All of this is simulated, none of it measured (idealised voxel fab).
process module | voxel self aligned contacts
cross-section cut | 160 nm wide | cells 5 nm
A cross-section is a grid of square cells, given in bands from the top down. A band is one or more rows of cells.
Each band's line starts with the height of the band's top and of its bottom, in nm. Then come its materials from left to right, each with its width in nm. One material with "throughout" fills the band from edge to edge. "air" is empty space.
Height 0 is the level under which the wafer as received is all one material. The lowest band goes on downwards, as in "0 down".
A width such as "30 to 40" changes by the same amount from each row of cells to the next, from the band's top row to its bottom row.
"no change" after a step means that no cell of the cross-section changed.
closed voids: empty space of 8 cells or more with no open way to the top, each as width x height at its distance from the left edge, in nm
after a step's settings: what the simulator itself notes on the step
overlay nm, on a step with a mask: how far to the right of its planned place the mask lay; to the left if negative
plan
1 op RECEIVE | material Si
2 op OXIDIZE | depth nm 5
3 op DIRECTIONAL_DEP | material polySi | thk nm 30
4 op DIRECTIONAL_DEP | material SiN | thk nm 25
5 op DIRECTIONAL_DEP | material aC | thk nm 15
6 op PATTERN | tone cover | mask id GATE | material resist | width nm 25 | pitch nm 65 | thk nm 35 | overlay nm 0
7 op DIRECTIONAL_ETCH | etch materials aC | depth nm 15
8 op STRIP | etch materials resist
9 op DIRECTIONAL_ETCH | etch materials SiN | depth nm 25
10 op DIRECTIONAL_ETCH | etch materials polySi | depth nm 30
11 op STRIP | etch materials aC
12 op CONFORMAL_DEP | material SiN | thk nm 10
13 op DIRECTIONAL_ETCH | etch materials SiN | depth nm 10
14 op FILL_DEP | material SiO2 | thk nm 20
15 op CMP | height nm 65
16 op MASKED_ETCH | tone open | mask id CONTACT | width nm 50 | etch materials SiO2 | depth nm 70 | overlay nm 0
17 op CONFORMAL_DEP | material TiN | thk nm 5
18 op FILL_DEP | material Ru | thk nm 5
19 op CMP | height nm 65
20 op CONFORMAL_DEP | material SiN | thk nm 5
as received, after step 1
  0 down: Si throughout
  closed voids: none
first wafer at the end, as planned
  70 to 65: SiN throughout
  65 to 55: SiO2 55 | TiN 5 to 20 | Ru 40 to 10 | TiN 5 to 20 | SiO2 55
  55 to 30: SiO2 25 | SiN 45 | TiN 5 | Ru 10 | TiN 5 | SiN 45 | SiO2 25
  30 to 0: SiO2 25 | SiN 10 | polySi 25 | SiN 10 | TiN 5 | Ru 10 | TiN 5 | SiN 10 | polySi 25 | SiN 10 | SiO2 25
  0 to -5: SiO2 70 | TiN 20 | SiO2 70
  -5 down: Si throughout
  closed voids: none
second wafer at the end: like start, like plan, one mistake
  70 to 65: SiN throughout
  65 to 55: SiO2 65 | TiN 5 to 10 | Ru 40 to 10 | TiN 5 to 30 | SiO2 45
  55 to 30: SiO2 25 | SiN 45 | TiN 5 | Ru 10 | TiN 5 | SiN 45 | SiO2 25
  30 to 0: SiO2 25 | SiN 10 | polySi 25 | SiN 10 | TiN 5 | Ru 10 | TiN 5 | SiN 10 | polySi 25 | SiN 10 | SiO2 25
  0 to -5: SiO2 70 | TiN 20 | SiO2 70
  -5 down: Si throughout
  closed voids: none
what went wrong: step 16 ran as: op MASKED_ETCH | tone open | mask id CONTACT | width nm 50 | etch materials SiO2 | depth nm 70 | overlay nm 10
at the end the second wafer has, in cells: as many of each material as the first, in other places
